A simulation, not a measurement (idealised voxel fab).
process module | voxel trench capacitor
cross-section cut | 255 nm wide | cells 5 nm
A cross-section is a grid of square cells, given in bands from the top down. A band is one or more rows of cells.
Each band's line starts with the height of the band's top and of its bottom, in nm. Then come its materials from left to right, each with its width in nm. One material with "throughout" fills the band from edge to edge. "air" is empty space.
Height 0 is the level under which the wafer as received is all one material. The lowest band goes on downwards, as in "0 down".
A width such as "30 to 40" changes by the same amount from each row of cells to the next, from the band's top row to its bottom row.
"no change" after a step means that no cell of the cross-section changed.
closed voids: empty space of 8 cells or more with no open way to the top, each as width x height at its distance from the left edge, in nm
after a step's settings: what the simulator itself notes on the step
overlay nm, on a step with a mask: how far to the right of its planned place the mask lay; to the left if negative
plan
1 op RECEIVE | material Si
2 op CONFORMAL_DEP | material SiN | thk nm 10
3 op MASKED_ETCH | tone open | mask id TRENCH | width nm 25 | pitch nm 45 | etch materials SiN | depth nm 10 | overlay nm 0
4 op MASKED_ETCH | tone open | mask id TRENCH | width nm 25 | pitch nm 45 | etch materials Si | depth nm 25 | overlay nm 0
5 op CONFORMAL_DEP | material Al2O3 | thk nm 5
6 op CONFORMAL_DEP | material TiN | thk nm 5
7 op FILL_DEP | material W | thk nm 5
8 op CMP | height nm 10
as received, after step 1
  0 down: Si throughout
  closed voids: none
a wafer at the end: this start, this plan, one mistake
  10 to 0: SiN 45 | Al2O3 5 | TiN 15 to 5 | Al2O3 5 to 15 | SiN 20 | Al2O3 5 | TiN 15 to 5 | Al2O3 5 to 15 | SiN 20 | Al2O3 5 | TiN 15 to 5 | Al2O3 5 to 15 | SiN 20 | Al2O3 5 | TiN 15 to 5 | Al2O3 5 to 15 | SiN 50
  0 to -20: Si 45 | Al2O3 5 | TiN 5 | Al2O3 5 | Si 30 | Al2O3 5 | TiN 5 | Al2O3 5 | Si 30 | Al2O3 5 | TiN 5 | Al2O3 5 | Si 30 | Al2O3 5 | TiN 5 | Al2O3 5 | Si 60
  -20 to -25: Si 45 | Al2O3 15 | Si 30 | Al2O3 15 | Si 30 | Al2O3 15 | Si 30 | Al2O3 15 | Si 60
  -25 down: Si throughout
  closed voids: none
what went wrong: step 4 ran as: op MASKED_ETCH | tone open | mask id TRENCH | width nm 25 | pitch nm 45 | etch materials Si | depth nm 25 | overlay nm -10
